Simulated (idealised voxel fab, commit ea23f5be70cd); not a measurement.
Process module, titled voxel gate over fins
In the cross-section labelled cut, the width is 170 nm and each square cell is 5 nm.
In this document a cross-section is written as a grid of square cells. It is given as a series of bands, listed from the top down, and a band is one or more rows of cells.
In this notation a band is specified by the heights of its top and bottom, in that order and in nm, after which its materials appear from left to right, each paired with its width in nm. The word "edge to edge" attached to a single material means that material fills the band from edge to edge; the word "empty" stands for empty space.
The level at which height equals 0 is the one under which the wafer, as it arrives, is entirely one material. No lower edge exists for the bottom band, which continues downward and is notated as in "0 nm and below".
Width spec "30..40" -> top row of cells at first value, bottom row at second value, equal per-row change in between.
Reading "identical to before" for a step: not a cell of the cross-section changed in it.
Basically, "Closed voids list" tells you about the enclosed voids: empty spaces with no open way to the top, 8 cells or bigger, each written width x height at distance, where distance is from the left edge, all in nm.
On a step's line, text after the settings is the simulator commenting on that step.
The optional step-line setting "overlay nm" applies to steps with a mask and quantifies how far to the right of its planned location the mask lay, a negative value indicating leftward placement.
Read each pair as before and after one process step. The after cross-section shows only down to the lowest band that changed. The step between them and its settings are given below the pair. Pairs can come from different runs of this module on the same starting wafer. A pair continues from the pair above only where its "Pre-step view" entry says so.
Pre-step view
* 5 nm to 0 nm | SiO2 45, SiN 15, SiO2 10, empty 25, SiO2 10, SiN 15, SiO2 50
* 0 nm to -35 nm | SiO2 45, Si 15, SiO2 10, empty 25, SiO2 10, Si 15, SiO2 50
* -35 nm to -40 nm | SiO2 45, Si 15, SiO2 45, Si 15, SiO2 50
* -40 nm and below | Si edge to edge
* Closed voids list: none
Cross-Section Thereafter
* 10 nm to 5 nm | TiN 75, empty 15, TiN 80
* 5 nm to 0 nm | SiO2 45, SiN 15, SiO2 10, TiN 5, empty 15, TiN 5, SiO2 10, SiN 15, SiO2 50
* 0 nm to -30 nm | SiO2 45, Si 15, SiO2 10, TiN 5, empty 15, TiN 5, SiO2 10, Si 15, SiO2 50
* -30 nm to -35 nm | SiO2 45, Si 15, SiO2 10, TiN 25, SiO2 10, Si 15, SiO2 50
* Note: structure below -35 unchanged.
* Closed voids list: none
Upper to lower cross-section via CONFORMAL_DEP: material TiN, thk nm 5
Pre-step view: as shown after the step in the preceding pair, directly above.
Cross-Section Thereafter
* 15 nm to 10 nm | Ru edge to edge
* 10 nm to 5 nm | TiN 75, Ru 15, TiN 80
* 5 nm to 0 nm | SiO2 45, SiN 15, SiO2 10, TiN 5, Ru 15, TiN 5, SiO2 10, SiN 15, SiO2 50
* 0 nm to -30 nm | SiO2 45, Si 15, SiO2 10, TiN 5, Ru 15, TiN 5, SiO2 10, Si 15, SiO2 50
* Note: structure below -30 unchanged.
* Closed voids list: none
Upper to lower cross-section via FILL_DEP: material Ru, thk nm 5
Pre-step view: as shown after the step in the preceding pair, directly above.
Cross-Section Thereafter
* 5 nm to 0 nm | SiO2 45, SiN 15, SiO2 10, TiN 5, Ru 15, TiN 5, SiO2 10, SiN 15, SiO2 50
* Note: structure below 0 unchanged.
* Closed voids list: none
Upper to lower cross-section via CMP: height nm 5
Pre-step view: as shown after the step in the preceding pair, directly above.
Cross-Section Thereafter
* 5 nm to 0 nm | SiO2 45, SiN 15, SiO2 10, empty 25, SiO2 10, SiN 15, SiO2 50
* 0 nm to -15 nm | SiO2 45, Si 15, SiO2 10, empty 25, SiO2 10, Si 15, SiO2 50
* Note: structure below -15 unchanged.
* Closed voids list: none
Upper to lower cross-section via SELECTIVE_ETCH: etch materials W Ru TiN, depth nm 20
Pre-step view: as shown after the step in the preceding pair, directly above.
Cross-Section Thereafter
* 10 nm to 5 nm | SiO2 edge to edge
* 5 nm to 0 nm | SiO2 45, SiN 15, SiO2 45, SiN 15, SiO2 50
* 0 nm to -15 nm | SiO2 45, Si 15, SiO2 45, Si 15, SiO2 50
* Note: structure below -15 unchanged.
* Closed voids list: none
Upper to lower cross-section via FILL_DEP: material SiO2, thk nm 5
Pre-step view: as shown after the step in the preceding pair, directly above.
Cross-Section Thereafter
* 5 nm to 0 nm | SiO2 45, SiN 15, SiO2 45, SiN 15, SiO2 50
* Note: structure below 0 unchanged.
* Closed voids list: none
Upper to lower cross-section via CMP: height nm 5
Pre-step view: as shown after the step in the preceding pair, directly above.
Cross-Section Thereafter
* 5 nm to 0 nm | empty 45, SiN 15, empty 45, SiN 15, empty 50
* 0 nm to -10 nm | empty 45, Si 15, empty 45, Si 15, empty 50
* Note: structure below -10 unchanged.
* Closed voids list: none
Upper to lower cross-section via SELECTIVE_ETCH: etch materials SiO2, depth nm 15
Pre-step view: as shown after the step in the preceding pair, directly above.
Cross-Section Thereafter
* 0 nm to -10 nm | empty 45, Si 15, empty 45, Si 15, empty 50
* Note: structure below -10 unchanged.
* Closed voids list: none
Upper to lower cross-section via STRIP: etch materials SiN
Pre-step view: as shown after the step in the preceding pair, directly above.
Cross-Section Thereafter
* 5 nm to 0 nm | empty 40, HfO2 25, empty 35, HfO2 25, empty 45
* 0 nm to -5 nm | empty 40, HfO2 5, Si 15, HfO2 5, empty 35, HfO2 5, Si 15, HfO2 5, empty 45
* -5 nm to -10 nm | HfO2 45, Si 15, HfO2 45, Si 15, HfO2 50
* Note: structure below -10 unchanged.
* Closed voids list: none
Upper to lower cross-section via CONFORMAL_DEP: material HfO2, thk nm 5
Pre-step view: as shown after the step in the preceding pair, directly above.
Cross-Section Thereafter
* 10 nm to 5 nm | empty 35, TiN 35, empty 25, TiN 35, empty 40
* 5 nm to 0 nm | empty 35, TiN 5, HfO2 25, TiN 5, empty 25, TiN 5, HfO2 25, TiN 5, empty 40
* 0 nm to -5 nm | TiN 40, HfO2 5, Si 15, HfO2 5, TiN 35, HfO2 5, Si 15, HfO2 5, TiN 45
* Note: structure below -5 unchanged.
* Closed voids list: none
Upper to lower cross-section via CONFORMAL_DEP: material TiN, thk nm 5
Pre-step view: as shown after the step in the preceding pair, directly above.
Cross-Section Thereafter
* 25 nm to 10 nm | W edge to edge
* 10 nm to 5 nm | W 35, TiN 35, W 25, TiN 35, W 40
* 5 nm to 0 nm | W 35, TiN 5, HfO2 25, TiN 5, W 25, TiN 5, HfO2 25, TiN 5, W 40
* Note: structure below 0 unchanged.
* Closed voids list: none
Upper to lower cross-section via FILL_DEP: material W, thk nm 15
Pre-step view: as shown after the step in the preceding pair, directly above.
Cross-Section Thereafter
* 20 nm to 10 nm | W edge to edge
* Note: structure below 10 unchanged.
* Closed voids list: none
Upper to lower cross-section via CMP: height nm 20
Pre-step view: as shown after the step in the preceding pair, directly above.
Cross-Section Thereafter
* 30 nm to 20 nm | SiCN edge to edge
* Note: structure below 20 unchanged.
* Closed voids list: none
Upper to lower cross-section via CONFORMAL_DEP: material SiCN, thk nm 10
Pre-step view
* 15 nm to 5 nm | aC edge to edge
* 5 nm to 0 nm | SiO2 45, SiN 15, SiO2 45, SiN 15, SiO2 50
* 0 nm to -40 nm | SiO2 45, Si 15, SiO2 45, Si 15, SiO2 50
* -40 nm and below | Si edge to edge
* Closed voids list: none
Cross-Section Thereafter
* 40 nm to 15 nm | resist 70, empty 15, resist 85
* Note: structure below 15 unchanged.
* Closed voids list: none
Upper to lower cross-section via PATTERN: tone open, mask id RAIL, material resist, width nm 15, thk nm 25, overlay nm -5
Pre-step view: as shown after the step in the preceding pair, directly above.
Cross-Section Thereafter
* 30 nm to 15 nm | resist 70, empty 15, resist 85
* 15 nm to 5 nm | aC 70, empty 15, aC 85
* Note: structure below 5 unchanged.
* Closed voids list: none
Upper to lower cross-section via DIRECTIONAL_ETCH: etch materials aC, depth nm 10
Pre-step view: as shown after the step in the preceding pair, directly above.
Cross-Section Thereafter
* 15 nm to 5 nm | aC 70, empty 15, aC 85
* Note: structure below 5 unchanged.
* Closed voids list: none
Upper to lower cross-section via STRIP: etch materials resist
Pre-step view: as shown after the step in the preceding pair, directly above.
Cross-Section Thereafter
* 15 nm to 5 nm | aC 70, empty 15, aC 85
* 5 nm to 0 nm | SiO2 45, SiN 15, SiO2 10, empty 15, SiO2 20, SiN 15, SiO2 50
* 0 nm to -35 nm | SiO2 45, Si 15, SiO2 10, empty 15, SiO2 20, Si 15, SiO2 50
* Note: structure below -35 unchanged.
* Closed voids list: none
Upper to lower cross-section via DIRECTIONAL_ETCH: etch materials SiO2, depth nm 40
Pre-step view: as shown after the step in the preceding pair, directly above.
Cross-Section Thereafter
* 5 nm to 0 nm | SiO2 45, SiN 15, SiO2 10, empty 15, SiO2 20, SiN 15, SiO2 50
* Note: structure below 0 unchanged.
* Closed voids list: none
Upper to lower cross-section via STRIP: etch materials aC
Pre-step view: as shown after the step in the preceding pair, directly above.
Cross-Section Thereafter
* 10 nm to 5 nm | TiN 75, empty 5, TiN 90
* 5 nm to 0 nm | SiO2 45, SiN 15, SiO2 10, TiN 5, empty 5, TiN 5, SiO2 20, SiN 15, SiO2 50
* 0 nm to -30 nm | SiO2 45, Si 15, SiO2 10, TiN 5, empty 5, TiN 5, SiO2 20, Si 15, SiO2 50
* -30 nm to -35 nm | SiO2 45, Si 15, SiO2 10, TiN 15, SiO2 20, Si 15, SiO2 50
* Note: structure below -35 unchanged.
* Closed voids list: none
Upper to lower cross-section via CONFORMAL_DEP: material TiN, thk nm 5
Pre-step view: as shown after the step in the preceding pair, directly above.
Cross-Section Thereafter
* 15 nm to 10 nm | Ru edge to edge
* 10 nm to 5 nm | TiN 75, Ru 5, TiN 90
* 5 nm to 0 nm | SiO2 45, SiN 15, SiO2 10, TiN 5, Ru 5, TiN 5, SiO2 20, SiN 15, SiO2 50
* 0 nm to -30 nm | SiO2 45, Si 15, SiO2 10, TiN 5, Ru 5, TiN 5, SiO2 20, Si 15, SiO2 50
* Note: structure below -30 unchanged.
* Closed voids list: none
Upper to lower cross-section via FILL_DEP: material Ru, thk nm 5
Pre-step view: as shown after the step in the preceding pair, directly above.
Cross-Section Thereafter
* 5 nm to 0 nm | SiO2 45, SiN 15, SiO2 10, TiN 5, Ru 5, TiN 5, SiO2 20, SiN 15, SiO2 50
* Note: structure below 0 unchanged.
* Closed voids list: none
Upper to lower cross-section via CMP: height nm 5
Pre-step view: as shown after the step in the preceding pair, directly above.
Cross-Section Thereafter
* 5 nm to 0 nm | SiO2 45, SiN 15, SiO2 10, empty 15, SiO2 20, SiN 15, SiO2 50
* 0 nm to -15 nm | SiO2 45, Si 15, SiO2 10, empty 15, SiO2 20, Si 15, SiO2 50
* Note: structure below -15 unchanged.
* Closed voids list: none
Upper to lower cross-section via SELECTIVE_ETCH: etch materials W Ru TiN, depth nm 20
Pre-step view: as shown after the step in the preceding pair, directly above.
Cross-Section Thereafter
* 10 nm to 5 nm | SiO2 edge to edge
* 5 nm to 0 nm | SiO2 45, SiN 15, SiO2 45, SiN 15, SiO2 50
* 0 nm to -15 nm | SiO2 45, Si 15, SiO2 45, Si 15, SiO2 50
* Note: structure below -15 unchanged.
* Closed voids list: none
Upper to lower cross-section via FILL_DEP: material SiO2, thk nm 5
Pre-step view: as shown after the step in the preceding pair, directly above.
Cross-Section Thereafter
* 5 nm to 0 nm | SiO2 45, SiN 15, SiO2 45, SiN 15, SiO2 50
* Note: structure below 0 unchanged.
* Closed voids list: none
Upper to lower cross-section via CMP: height nm 5
Pre-step view: as shown after the step in the preceding pair, directly above.
Cross-Section Thereafter
* 5 nm to 0 nm | empty 45, SiN 15, empty 45, SiN 15, empty 50
* 0 nm to -10 nm | empty 45, Si 15, empty 45, Si 15, empty 50
* Note: structure below -10 unchanged.
* Closed voids list: none
Upper to lower cross-section via SELECTIVE_ETCH: etch materials SiO2, depth nm 15
Pre-step view: as shown after the step in the preceding pair, directly above.
Cross-Section Thereafter
* 0 nm to -10 nm | empty 45, Si 15, empty 45, Si 15, empty 50
* Note: structure below -10 unchanged.
* Closed voids list: none
Upper to lower cross-section via STRIP: etch materials SiN
Pre-step view: as shown after the step in the preceding pair, directly above.
Cross-Section Thereafter
* 5 nm to 0 nm | empty 40, HfO2 25, empty 35, HfO2 25, empty 45
* 0 nm to -5 nm | empty 40, HfO2 5, Si 15, HfO2 5, empty 35, HfO2 5, Si 15, HfO2 5, empty 45
* -5 nm to -10 nm | HfO2 45, Si 15, HfO2 45, Si 15, HfO2 50
* Note: structure below -10 unchanged.
* Closed voids list: none
Upper to lower cross-section via CONFORMAL_DEP: material HfO2, thk nm 5
Pre-step view: as shown after the step in the preceding pair, directly above.
Cross-Section Thereafter
* 10 nm to 5 nm | empty 35, TiN 35, empty 25, TiN 35, empty 40
* 5 nm to 0 nm | empty 35, TiN 5, HfO2 25, TiN 5, empty 25, TiN 5, HfO2 25, TiN 5, empty 40
* 0 nm to -5 nm | TiN 40, HfO2 5, Si 15, HfO2 5, TiN 35, HfO2 5, Si 15, HfO2 5, TiN 45
* Note: structure below -5 unchanged.
* Closed voids list: none
Upper to lower cross-section via CONFORMAL_DEP: material TiN, thk nm 5
Pre-step view: as shown after the step in the preceding pair, directly above.
Cross-Section Thereafter
* 25 nm to 10 nm | W edge to edge
* 10 nm to 5 nm | W 35, TiN 35, W 25, TiN 35, W 40
* 5 nm to 0 nm | W 35, TiN 5, HfO2 25, TiN 5, W 25, TiN 5, HfO2 25, TiN 5, W 40
* Note: structure below 0 unchanged.
* Closed voids list: none
Upper to lower cross-section via FILL_DEP: material W, thk nm 15
Pre-step view: as shown after the step in the preceding pair, directly above.
Cross-Section Thereafter
* 20 nm to 10 nm | W edge to edge
* Note: structure below 10 unchanged.
* Closed voids list: none
Upper to lower cross-section via CMP: height nm 20
Pre-step view: as shown after the step in the preceding pair, directly above.
Cross-Section Thereafter
* 30 nm to 20 nm | SiCN edge to edge
* Note: structure below 20 unchanged.
* Closed voids list: none
Upper to lower cross-section via CONFORMAL_DEP: material SiCN, thk nm 10
Pre-step view
* 10 nm to 5 nm | empty 35, TiN 35, empty 25, TiN 35, empty 40
* 5 nm to 0 nm | empty 35, TiN 5, HfO2 25, TiN 5, empty 25, TiN 5, HfO2 25, TiN 5, empty 40
* 0 nm to -5 nm | TiN 40, HfO2 5, Si 15, HfO2 5, TiN 35, HfO2 5, Si 15, HfO2 5, TiN 45
* -5 nm to -10 nm | HfO2 45, Si 15, HfO2 45, Si 15, HfO2 50
* -10 nm to -15 nm | SiO2 45, Si 15, SiO2 45, Si 15, SiO2 50
* -15 nm to -30 nm | SiO2 45, Si 15, SiO2 15, TiN 5, Ru 5, TiN 5, SiO2 15, Si 15, SiO2 50
* -30 nm to -35 nm | SiO2 45, Si 15, SiO2 15, TiN 15, SiO2 15, Si 15, SiO2 50
* -35 nm to -40 nm | SiO2 45, Si 15, SiO2 45, Si 15, SiO2 50
* -40 nm and below | Si edge to edge
* Closed voids list: none
Cross-Section Thereafter
* 25 nm to 10 nm | aC edge to edge
* 10 nm to 5 nm | aC 35, TiN 35, aC 25, TiN 35, aC 40
* 5 nm to 0 nm | aC 35, TiN 5, HfO2 25, TiN 5, aC 25, TiN 5, HfO2 25, TiN 5, aC 40
* Note: structure below 0 unchanged.
* Closed voids list: none
Upper to lower cross-section via FILL_DEP: material aC, thk nm 15
Pre-step view: as shown after the step in the preceding pair, directly above.
Cross-Section Thereafter
* 20 nm to 10 nm | aC edge to edge
* Note: structure below 10 unchanged.
* Closed voids list: none
Upper to lower cross-section via CMP: height nm 20
Pre-step view: as shown after the step in the preceding pair, directly above.
Cross-Section Thereafter
* 30 nm to 20 nm | SiCN edge to edge
* Note: structure below 20 unchanged.
* Closed voids list: none
Upper to lower cross-section via CONFORMAL_DEP: material SiCN, thk nm 10
Pre-step view
* 15 nm to 5 nm | aC edge to edge
* 5 nm to 0 nm | SiO2 45, SiN 15, SiO2 45, SiN 15, SiO2 50
* 0 nm to -40 nm | SiO2 45, Si 15, SiO2 45, Si 15, SiO2 50
* -40 nm and below | Si edge to edge
* Closed voids list: none
Cross-Section Thereafter
* 40 nm to 15 nm | empty 75, resist 15, empty 80
* Note: structure below 15 unchanged.
* Closed voids list: none
Upper to lower cross-section via PATTERN: tone cover, mask id RAIL, material resist, width nm 15, thk nm 25, overlay nm 0
Pre-step view: as shown after the step in the preceding pair, directly above.
Cross-Section Thereafter
* 30 nm to 15 nm | empty 75, resist 15, empty 80
* 15 nm to 5 nm | empty 75, aC 15, empty 80
* Note: structure below 5 unchanged.
* Closed voids list: none
Upper to lower cross-section via DIRECTIONAL_ETCH: etch materials aC, depth nm 10
Pre-step view: as shown after the step in the preceding pair, directly above.
Cross-Section Thereafter
* 15 nm to 5 nm | empty 75, aC 15, empty 80
* Note: structure below 5 unchanged.
* Closed voids list: none
Upper to lower cross-section via STRIP: etch materials resist
Pre-step view: as shown after the step in the preceding pair, directly above.
Cross-Section Thereafter
* 15 nm to 5 nm | empty 75, aC 15, empty 80
* 5 nm to 0 nm | empty 45, SiN 15, empty 15, SiO2 15, empty 15, SiN 15, empty 50
* 0 nm to -35 nm | empty 45, Si 15, empty 15, SiO2 15, empty 15, Si 15, empty 50
* Note: structure below -35 unchanged.
* Closed voids list: none
Upper to lower cross-section via DIRECTIONAL_ETCH: etch materials SiO2, depth nm 40
Pre-step view: as shown after the step in the preceding pair, directly above.
Cross-Section Thereafter
* 5 nm to 0 nm | empty 45, SiN 15, empty 15, SiO2 15, empty 15, SiN 15, empty 50
* Note: structure below 0 unchanged.
* Closed voids list: none
Upper to lower cross-section via STRIP: etch materials aC
Pre-step view: as shown after the step in the preceding pair, directly above.
Cross-Section Thereafter
* 10 nm to 5 nm | empty 40, TiN 25, empty 5, TiN 25, empty 5, TiN 25, empty 45
* 5 nm to 0 nm | empty 40, TiN 5, SiN 15, TiN 5, empty 5, TiN 5, SiO2 15, TiN 5, empty 5, TiN 5, SiN 15, TiN 5, empty 45
* 0 nm to -30 nm | empty 40, TiN 5, Si 15, TiN 5, empty 5, TiN 5, SiO2 15, TiN 5, empty 5, TiN 5, Si 15, TiN 5, empty 45
* -30 nm to -35 nm | TiN 45, Si 15, TiN 15, SiO2 15, TiN 15, Si 15, TiN 50
* Note: structure below -35 unchanged.
* Closed voids list: none
Upper to lower cross-section via CONFORMAL_DEP: material TiN, thk nm 5
Pre-step view: as shown after the step in the preceding pair, directly above.
Cross-Section Thereafter
* 15 nm to 10 nm | Ru edge to edge
* 10 nm to 5 nm | Ru 40, TiN 25, Ru 5, TiN 25, Ru 5, TiN 25, Ru 45
* 5 nm to 0 nm | Ru 40, TiN 5, SiN 15, TiN 5, Ru 5, TiN 5, SiO2 15, TiN 5, Ru 5, TiN 5, SiN 15, TiN 5, Ru 45
* 0 nm to -30 nm | Ru 40, TiN 5, Si 15, TiN 5, Ru 5, TiN 5, SiO2 15, TiN 5, Ru 5, TiN 5, Si 15, TiN 5, Ru 45
* Note: structure below -30 unchanged.
* Closed voids list: none
Upper to lower cross-section via FILL_DEP: material Ru, thk nm 5
Pre-step view: as shown after the step in the preceding pair, directly above.
Cross-Section Thereafter
* 5 nm to 0 nm | Ru 40, TiN 5, SiN 15, TiN 5, Ru 5, TiN 5, SiO2 15, TiN 5, Ru 5, TiN 5, SiN 15, TiN 5, Ru 45
* Note: structure below 0 unchanged.
* Closed voids list: none
Upper to lower cross-section via CMP: height nm 5
Pre-step view: as shown after the step in the preceding pair, directly above.
Cross-Section Thereafter
* 5 nm to 0 nm | empty 45, SiN 15, empty 15, SiO2 15, empty 15, SiN 15, empty 50
* 0 nm to -15 nm | empty 45, Si 15, empty 15, SiO2 15, empty 15, Si 15, empty 50
* Note: structure below -15 unchanged.
* Closed voids list: none
Upper to lower cross-section via SELECTIVE_ETCH: etch materials W Ru TiN, depth nm 20
Pre-step view: as shown after the step in the preceding pair, directly above.
Cross-Section Thereafter
* 10 nm to 5 nm | SiO2 edge to edge
* 5 nm to 0 nm | SiO2 45, SiN 15, SiO2 45, SiN 15, SiO2 50
* 0 nm to -15 nm | SiO2 45, Si 15, SiO2 45, Si 15, SiO2 50
* Note: structure below -15 unchanged.
* Closed voids list: none
Upper to lower cross-section via FILL_DEP: material SiO2, thk nm 5
Pre-step view: as shown after the step in the preceding pair, directly above.
Cross-Section Thereafter
* 5 nm to 0 nm | SiO2 45, SiN 15, SiO2 45, SiN 15, SiO2 50
* Note: structure below 0 unchanged.
* Closed voids list: none
Upper to lower cross-section via CMP: height nm 5
Pre-step view: as shown after the step in the preceding pair, directly above.
Cross-Section Thereafter
* 5 nm to 0 nm | empty 45, SiN 15, empty 45, SiN 15, empty 50
* 0 nm to -10 nm | empty 45, Si 15, empty 45, Si 15, empty 50
* Note: structure below -10 unchanged.
* Closed voids list: none
Upper to lower cross-section via SELECTIVE_ETCH: etch materials SiO2, depth nm 15
Pre-step view: as shown after the step in the preceding pair, directly above.
Cross-Section Thereafter
* 0 nm to -10 nm | empty 45, Si 15, empty 45, Si 15, empty 50
* Note: structure below -10 unchanged.
* Closed voids list: none
Upper to lower cross-section via STRIP: etch materials SiN
Pre-step view: as shown after the step in the preceding pair, directly above.
Cross-Section Thereafter
* 5 nm to 0 nm | empty 40, HfO2 25, empty 35, HfO2 25, empty 45
* 0 nm to -5 nm | empty 40, HfO2 5, Si 15, HfO2 5, empty 35, HfO2 5, Si 15, HfO2 5, empty 45
* -5 nm to -10 nm | HfO2 45, Si 15, HfO2 45, Si 15, HfO2 50
* Note: structure below -10 unchanged.
* Closed voids list: none
Upper to lower cross-section via CONFORMAL_DEP: material HfO2, thk nm 5
Pre-step view: as shown after the step in the preceding pair, directly above.
Cross-Section Thereafter
* 10 nm to 5 nm | empty 35, TiN 35, empty 25, TiN 35, empty 40
* 5 nm to 0 nm | empty 35, TiN 5, HfO2 25, TiN 5, empty 25, TiN 5, HfO2 25, TiN 5, empty 40
* 0 nm to -5 nm | TiN 40, HfO2 5, Si 15, HfO2 5, TiN 35, HfO2 5, Si 15, HfO2 5, TiN 45
* Note: structure below -5 unchanged.
* Closed voids list: none
Upper to lower cross-section via CONFORMAL_DEP: material TiN, thk nm 5
Pre-step view: as shown after the step in the preceding pair, directly above.
Cross-Section Thereafter
* 25 nm to 10 nm | W edge to edge
* 10 nm to 5 nm | W 35, TiN 35, W 25, TiN 35, W 40
* 5 nm to 0 nm | W 35, TiN 5, HfO2 25, TiN 5, W 25, TiN 5, HfO2 25, TiN 5, W 40
* Note: structure below 0 unchanged.
* Closed voids list: none
Upper to lower cross-section via FILL_DEP: material W, thk nm 15
Pre-step view: as shown after the step in the preceding pair, directly above.
Cross-Section Thereafter
* 20 nm to 10 nm | W edge to edge
* Note: structure below 10 unchanged.
* Closed voids list: none
Upper to lower cross-section via CMP: height nm 20
Pre-step view: as shown after the step in the preceding pair, directly above.
Cross-Section Thereafter
* 30 nm to 20 nm | SiCN edge to edge
* Note: structure below 20 unchanged.
* Closed voids list: none
Upper to lower cross-section via CONFORMAL_DEP: material SiCN, thk nm 10
